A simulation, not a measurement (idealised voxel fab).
process module | voxel spacer lines
cross-section cut | 280 nm wide | cells 5 nm
A cross-section is a grid of square cells, given in bands from the top down. A band is one or more rows of cells.
Each band's line starts with the height of the band's top and of its bottom, in nm. Then come its materials from left to right, each with its width in nm. One material with "throughout" fills the band from edge to edge. "air" is empty space.
Height 0 is the level under which the wafer as received is all one material. The lowest band goes on downwards, as in "0 down".
A width such as "30 to 40" changes by the same amount from each row of cells to the next, from the band's top row to its bottom row.
"no change" after a step means that no cell of the cross-section changed.
closed voids: empty space of 8 cells or more with no open way to the top, each as width x height at its distance from the left edge, in nm
after a step's settings: what the simulator itself notes on the step
overlay nm, on a step with a mask: how far to the right of its planned place the mask lay; to the left if negative
plan
1 op RECEIVE | material Si
2 op CONFORMAL_DEP | material Al2O3 | thk nm 10
3 op DIRECTIONAL_DEP | material polySi | thk nm 15
4 op DIRECTIONAL_DEP | material aC | thk nm 20
5 op PATTERN | tone cover | mask id MANDREL | material resist | width nm 20 | pitch nm 60 | thk nm 30 | overlay nm 0
6 op DIRECTIONAL_ETCH | etch materials aC | depth nm 20
7 op STRIP | etch materials resist
8 op CONFORMAL_DEP | material SiO2 | thk nm 10
9 op DIRECTIONAL_ETCH | etch materials SiO2 | depth nm 10
10 op STRIP | etch materials aC
11 op DIRECTIONAL_ETCH | etch materials polySi | depth nm 15
12 op STRIP | etch materials SiO2
as received, after step 1
  0 down: Si throughout
  closed voids: none
first wafer at the end, as planned
  25 to 10: air 90 | polySi 10 | air 20 | polySi 10 | air 20 | polySi 10 | air 20 | polySi 10 | air 90
  10 to 0: Al2O3 throughout
  0 down: Si throughout
  closed voids: none
second wafer at the end: like start, like plan, one mistake
  15 to 0: air 90 | polySi 10 | air 20 | polySi 10 | air 20 | polySi 10 | air 20 | polySi 10 | air 90
  0 down: Si throughout
  closed voids: none
what went wrong: step 2 was left out
at the end the second wafer has, in cells: 112 fewer of Al2O3
